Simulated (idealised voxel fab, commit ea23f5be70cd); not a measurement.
This section sets out a process module, namely voxel double patterning.
We display cut, a cross-section 295 nm in width whose square cells are each 5 nm.
In this document a cross-section is written as a grid of square cells. It is given as a series of bands, listed from the top down, and a band is one or more rows of cells. Band entry format. Leading values: height of top, height of bottom, nm. Remainder: materials in left-to-right order, each with its width in nm. Special words: "throughout" on a single material, which then fills the band edge to edge; "air", empty space. Basically, 0 is our baseline, since under it the wafer straight out of the box is all one material. The bottom band has no lower end and keeps on going down, so it looks like "top 0, no bottom". The width entry "30 to 40" should be interpreted row by row: the top row of cells in the band takes the first number, the bottom row takes the second number, and the change between adjacent rows is uniform throughout. Key: "stayed the same" - step with no changed cell in the cross-section. Enclosed voids (no open way to top), threshold 8 cells or more, entry "Listed closed voids", notation width x height at distance, distance from left edge, nm. Anything after a step's settings on that line? It's the simulator's own note about the step. What "overlay nm" on a step's line means: if the step has a mask, that mask lay this far to the right of its planned place, or, when the value is negative, to the left.
INTENDED PROCESS STEPS
step 1: op RECEIVE | material Si
step 2: op CONFORMAL_DEP | material SiN | thk nm 10
step 3: op DIRECTIONAL_DEP | material SiO2 | thk nm 15
step 4: op DIRECTIONAL_DEP | material SiCN | thk nm 5
step 5: op PATTERN | tone open | mask id FIRST | material resist | width nm 15 | pitch nm 50 | thk nm 15 | overlay nm 0
step 6: op DIRECTIONAL_ETCH | etch materials SiCN | depth nm 5
step 7: op STRIP | etch materials resist
step 8: op DIRECTIONAL_DEP | material aC | thk nm 10
step 9: op PATTERN | tone open | mask id SECOND | material resist | width nm 15 | thk nm 30 | overlay nm 0
step 10: op DIRECTIONAL_ETCH | etch materials aC | depth nm 10
step 11: op STRIP | etch materials resist
step 12: op DIRECTIONAL_ETCH | etch materials SiCN | depth nm 5
step 13: op STRIP | etch materials aC
step 14: op DIRECTIONAL_ETCH | etch materials SiO2 | depth nm 15
step 15: op STRIP | etch materials SiCN
CROSS-SECTION OF THE WAFER AS IT CAME TO US, I.E., ALREADY THROUGH STEP 1
* top 0, no bottom: Si throughout
* Listed closed voids: none
THE FIRST OF THE TWO WAFERS AS SEEN IN CROSS-SECTION ONCE THE MODULE WAS FINISHED; PROCESSING FOLLOWED THE PLAN
* top 25, bottom 10: SiO2: 115, then air: 15, then SiO2: 10, then air: 15, then SiO2: 10, then air: 15, then SiO2: 115
* top 10, bottom 0: SiN throughout
* top 0, no bottom: Si throughout
* Listed closed voids: none
END-OF-MODULE CROSS-SECTION OF THE SECOND WAFER: IDENTICAL STARTING POINT AND PROCESS PLAN TO THE FIRST, WITH ONE PROCESSING MISTAKE
* top 25, bottom 10: SiO2: 115, then air: 15, then SiO2: 10, then air: 20, then SiO2: 5, then air: 15, then SiO2: 115
* top 10, bottom 0: SiN throughout
* top 0, no bottom: Si throughout
* Listed closed voids: none
Processing error: it should be noted that step 9 was executed with settings other than those planned, the operation and settings actually applied being op PATTERN | tone open | mask id SECOND | material resist | width nm 20 | thk nm 30 | overlay nm 0
In the final state, the cell counts of the second wafer exceed or fall short of those of the first for the following materials: 3 fewer of SiO2
